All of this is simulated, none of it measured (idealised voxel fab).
process module | voxel trench capacitor
cross-section cut | 255 nm wide | cells 5 nm
A cross-section is a grid of square cells, given in bands from the top down. A band is one or more rows of cells.
Each band's line starts with the height of the band's top and of its bottom, in nm. Then come its materials from left to right, each with its width in nm. One material with "throughout" fills the band from edge to edge. "air" is empty space.
Height 0 is the level under which the wafer as received is all one material. The lowest band goes on downwards, as in "0 down".
A width such as "30 to 40" changes by the same amount from each row of cells to the next, from the band's top row to its bottom row.
"no change" after a step means that no cell of the cross-section changed.
closed voids: empty space of 8 cells or more with no open way to the top, each as width x height at its distance from the left edge, in nm
after a step's settings: what the simulator itself notes on the step
overlay nm, on a step with a mask: how far to the right of its planned place the mask lay; to the left if negative
plan
1 op RECEIVE | material Si
2 op CONFORMAL_DEP | material SiN | thk nm 10
3 op DIRECTIONAL_DEP | material aC | thk nm 10
4 op PATTERN | tone open | mask id TRENCH | material resist | width nm 30 | pitch nm 55 | thk nm 25 | overlay nm 0
5 op DIRECTIONAL_ETCH | etch materials aC | depth nm 10
6 op STRIP | etch materials resist
7 op DIRECTIONAL_ETCH | etch materials SiN | depth nm 10
8 op DIRECTIONAL_ETCH | etch materials Si | depth nm 40
9 op STRIP | etch materials aC
10 op CONFORMAL_DEP | material Al2O3 | thk nm 5
11 op CONFORMAL_DEP | material TiN | thk nm 5
12 op FILL_DEP | material W | thk nm 5
13 op CMP | height nm 10
as received, after step 1
  0 down: Si throughout
  closed voids: none
a wafer at the end: this start, this plan, one mistake
  10 to 0: W throughout
  0 down: Si throughout
  closed voids: none
what went wrong: step 2 ran as: op CONFORMAL_DEP | material W | thk nm 10
